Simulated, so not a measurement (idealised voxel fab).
process module | voxel ribs on slabs
cross-section cut | 295 nm wide | cells 5 nm
A cross-section is a grid of square cells, given in bands from the top down. A band is one or more rows of cells.
Each band's line starts with the height of the band's top and of its bottom, in nm. Then come its materials from left to right, each with its width in nm. One material with "throughout" fills the band from edge to edge. "air" is empty space.
Height 0 is the level under which the wafer as received is all one material. The lowest band goes on downwards, as in "0 down".
A width such as "30 to 40" changes by the same amount from each row of cells to the next, from the band's top row to its bottom row.
"no change" after a step means that no cell of the cross-section changed.
closed voids: empty space of 8 cells or more with no open way to the top, each as width x height at its distance from the left edge, in nm
after a step's settings: what the simulator itself notes on the step
overlay nm, on a step with a mask: how far to the right of its planned place the mask lay; to the left if negative
plan
1 op RECEIVE | material Si
2 op DIRECTIONAL_DEP | material SiO2 | thk nm 25
3 op DIRECTIONAL_DEP | material SiN | thk nm 25
4 op PATTERN | tone cover | mask id RIB | material resist | width nm 25 | thk nm 20 | overlay nm 0
5 op DIRECTIONAL_ETCH | etch materials SiN | depth nm 15
6 op STRIP | etch materials resist
7 op MASKED_ETCH | tone cover | mask id SLAB | width nm 85 | etch materials SiN | depth nm 10 | overlay nm 0
8 op FILL_DEP | material SiO2 | thk nm 25
9 op CMP | height nm 65
10 op DIRECTIONAL_DEP | material TiN | thk nm 5
11 op PATTERN | tone cover | mask id HEATER | material resist | width nm 35 | thk nm 15 | overlay nm 0
12 op DIRECTIONAL_ETCH | etch materials TiN | depth nm 5
13 op STRIP | etch materials resist
14 op CONFORMAL_DEP | material SiN | thk nm 5
as received, after step 1
  0 down: Si throughout
  closed voids: none
first wafer at the end, as planned
  75 to 70: air 125 | SiN 45 | air 125
  70 to 65: SiN 130 | TiN 35 | SiN 130
  65 to 50: SiO2 throughout
  50 to 35: SiO2 135 | SiN 25 | SiO2 135
  35 to 25: SiO2 105 | SiN 85 | SiO2 105
  25 to 0: SiO2 throughout
  0 down: Si throughout
  closed voids: none
second wafer at the end: like start, like plan, one mistake
  75 to 70: air 125 | SiN 45 | air 125
  70 to 65: SiN 130 | TiN 35 | SiN 130
  65 to 40: SiO2 throughout
  40 to 35: SiO2 135 | SiN 25 | SiO2 135
  35 to 25: SiN 105 | SiO2 30 | SiN 25 | SiO2 30 | SiN 105
  25 to 0: SiO2 throughout
  0 down: Si throughout
  closed voids: none
what went wrong: step 7 ran as: op MASKED_ETCH | tone open | mask id SLAB | width nm 85 | etch materials SiN | depth nm 10 | overlay nm 0
at the end the second wafer has, in cells: 50 more of SiN | 50 fewer of SiO2
